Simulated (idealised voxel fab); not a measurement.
Process module name: voxel spacer lines
Displayed cross-section: cut, width of 225 nm, square cells sized 5 nm.
Square cells in a grid make up a cross-section in this document, and the grid is given as bands, listed from the top down, each one or more rows of cells. Top height, bottom height, nm. Materials left to right, width each, nm. Single material + "everywhere" = fills band edge to edge. "blank" = empty. Where do heights start? At 0: under that level the wafer as delivered is made of one material only. And the lowest band has no floor; it just carries on downward, as in "from 0 down". With a width like "30 to 40", each row of cells in the band differs from the next by the same amount, the top row carrying the first number and the bottom row the second. The designation "left unchanged", where it is given for a processing step, indicates that no cell of the cross-section was altered in the course of that step. Listed in "Sealed void inventory": every empty space of 8 or more cells without an open way to the top. Form: width x height at distance, the distance being from the left edge, all in nm. Text after the settings on a step's line: the simulator's own remark on that step. The optional step-line setting "overlay nm" applies to steps with a mask and quantifies how far to the right of its planned location the mask lay, a negative value indicating leftward placement.

Steps in the process plan:
1,RECEIVE with material Si
2,CONFORMAL_DEP with material Al2O3, thk nm 10
3,DIRECTIONAL_DEP with material TiN, thk nm 10
4,DIRECTIONAL_DEP with material polySi, thk nm 30
5,PATTERN with tone cover, mask id MANDREL, material resist, width nm 25, pitch nm 70, thk nm 40, overlay nm 0
6,DIRECTIONAL_ETCH with etch materials polySi, depth nm 30
7,STRIP with etch materials resist
8,CONFORMAL_DEP with material SiO2, thk nm 10
9,DIRECTIONAL_ETCH with etch materials SiO2, depth nm 10
10,STRIP with etch materials polySi
11,DIRECTIONAL_ETCH with etch materials TiN, depth nm 10
12,STRIP with etch materials SiO2

Wafer, first of two, run as planned:

Cross-section: wafer on arrival = after step 1:
from 0 down  Si everywhere
Sealed void inventory: none

Sectional view: wafer, after step 2:
from 10 to 0  Al2O3 everywhere
Unchanged below 0.

Sectional view: wafer, after step 3:
from 20 to 10  TiN everywhere
Unchanged below 10.

Sectional view: wafer, after step 4:
from 50 to 20  polySi everywhere
Unchanged below 20.

Sectional view: wafer, after step 5:
from 90 to 50  blank: 30 / resist: 25 / blank: 45 / resist: 25 / blank: 45 / resist: 25 / blank: 30
Unchanged below 50.

Sectional view: wafer, after step 6:
from 90 to 50  blank: 30 / resist: 25 / blank: 45 / resist: 25 / blank: 45 / resist: 25 / blank: 30
from 50 to 20  blank: 30 / polySi: 25 / blank: 45 / polySi: 25 / blank: 45 / polySi: 25 / blank: 30
Unchanged below 20.

Sectional view: wafer, after step 7:
from 50 to 20  blank: 30 / polySi: 25 / blank: 45 / polySi: 25 / blank: 45 / polySi: 25 / blank: 30
Unchanged below 20.

Sectional view: wafer, after step 8:
from 60 to 50  blank: 20 / SiO2: 45 / blank: 25 / SiO2: 45 / blank: 25 / SiO2: 45 / blank: 20
from 50 to 30  blank: 20 / SiO2: 10 / polySi: 25 / SiO2: 10 / blank: 25 / SiO2: 10 / polySi: 25 / SiO2: 10 / blank: 25 / SiO2: 10 / polySi: 25 / SiO2: 10 / blank: 20
from 30 to 20  SiO2: 30 / polySi: 25 / SiO2: 45 / polySi: 25 / SiO2: 45 / polySi: 25 / SiO2: 30
Unchanged below 20.

Sectional view: wafer, after step 9:
from 50 to 20  blank: 20 / SiO2: 10 / polySi: 25 / SiO2: 10 / blank: 25 / SiO2: 10 / polySi: 25 / SiO2: 10 / blank: 25 / SiO2: 10 / polySi: 25 / SiO2: 10 / blank: 20
Unchanged below 20.

Sectional view: wafer, after step 10:
from 50 to 20  blank: 20 / SiO2: 10 / blank: 25 / SiO2: 10 / blank: 25 / SiO2: 10 / blank: 25 / SiO2: 10 / blank: 25 / SiO2: 10 / blank: 25 / SiO2: 10 / blank: 20
Unchanged below 20.

Sectional view: wafer, after step 11:
from 50 to 20  blank: 20 / SiO2: 10 / blank: 25 / SiO2: 10 / blank: 25 / SiO2: 10 / blank: 25 / SiO2: 10 / blank: 25 / SiO2: 10 / blank: 25 / SiO2: 10 / blank: 20
from 20 to 10  blank: 20 / TiN: 10 / blank: 25 / TiN: 10 / blank: 25 / TiN: 10 / blank: 25 / TiN: 10 / blank: 25 / TiN: 10 / blank: 25 / TiN: 10 / blank: 20
Unchanged below 10.

Sectional view: wafer, after step 12:
from 20 to 10  blank: 20 / TiN: 10 / blank: 25 / TiN: 10 / blank: 25 / TiN: 10 / blank: 25 / TiN: 10 / blank: 25 / TiN: 10 / blank: 25 / TiN: 10 / blank: 20
Unchanged below 10.

Second Wafer (Identical Start and Plan, One Processing Error; Matches First Wafer Through Step 1):

The second wafer in cross-section, at the planned close of step 2:
from 5 to 0  Al2O3 everywhere
Unchanged below 0.

The second wafer in cross-section, at the planned close of step 3:
from 15 to 5  TiN everywhere
Unchanged below 5.

The second wafer in cross-section, at the planned close of step 4:
from 45 to 15  polySi everywhere
Unchanged below 15.

The second wafer in cross-section, at the planned close of step 5:
from 85 to 45  blank: 30 / resist: 25 / blank: 45 / resist: 25 / blank: 45 / resist: 25 / blank: 30
Unchanged below 45.

The second wafer in cross-section, at the planned close of step 6:
from 85 to 45  blank: 30 / resist: 25 / blank: 45 / resist: 25 / blank: 45 / resist: 25 / blank: 30
from 45 to 15  blank: 30 / polySi: 25 / blank: 45 / polySi: 25 / blank: 45 / polySi: 25 / blank: 30
Unchanged below 15.

The second wafer in cross-section, at the planned close of step 7:
from 45 to 15  blank: 30 / polySi: 25 / blank: 45 / polySi: 25 / blank: 45 / polySi: 25 / blank: 30
Unchanged below 15.

The second wafer in cross-section, at the planned close of step 8:
from 55 to 45  blank: 20 / SiO2: 45 / blank: 25 / SiO2: 45 / blank: 25 / SiO2: 45 / blank: 20
from 45 to 25  blank: 20 / SiO2: 10 / polySi: 25 / SiO2: 10 / blank: 25 / SiO2: 10 / polySi: 25 / SiO2: 10 / blank: 25 / SiO2: 10 / polySi: 25 / SiO2: 10 / blank: 20
from 25 to 15  SiO2: 30 / polySi: 25 / SiO2: 45 / polySi: 25 / SiO2: 45 / polySi: 25 / SiO2: 30
Unchanged below 15.

The second wafer in cross-section, at the planned close of step 9:
from 45 to 15  blank: 20 / SiO2: 10 / polySi: 25 / SiO2: 10 / blank: 25 / SiO2: 10 / polySi: 25 / SiO2: 10 / blank: 25 / SiO2: 10 / polySi: 25 / SiO2: 10 / blank: 20
Unchanged below 15.

The second wafer in cross-section, at the planned close of step 10:
from 45 to 15  blank: 20 / SiO2: 10 / blank: 25 / SiO2: 10 / blank: 25 / SiO2: 10 / blank: 25 / SiO2: 10 / blank: 25 / SiO2: 10 / blank: 25 / SiO2: 10 / blank: 20
Unchanged below 15.

The second wafer in cross-section, at the planned close of step 11:
from 45 to 15  blank: 20 / SiO2: 10 / blank: 25 / SiO2: 10 / blank: 25 / SiO2: 10 / blank: 25 / SiO2: 10 / blank: 25 / SiO2: 10 / blank: 25 / SiO2: 10 / blank: 20
from 15 to 5  blank: 20 / TiN: 10 / blank: 25 / TiN: 10 / blank: 25 / TiN: 10 / blank: 25 / TiN: 10 / blank: 25 / TiN: 10 / blank: 25 / TiN: 10 / blank: 20
Unchanged below 5.

The second wafer in cross-section, at the planned close of step 12:
from 15 to 5  blank: 20 / TiN: 10 / blank: 25 / TiN: 10 / blank: 25 / TiN: 10 / blank: 25 / TiN: 10 / blank: 25 / TiN: 10 / blank: 25 / TiN: 10 / blank: 20
Unchanged below 5.
Nonconformance to the process plan: for step 2, the planned setting was not used; the step was instead run as CONFORMAL_DEP with material Al2O3, thk nm 5
Per the end-of-run cell counts, the second wafer holds more or fewer of some materials than the first: 45 fewer of Al2O3
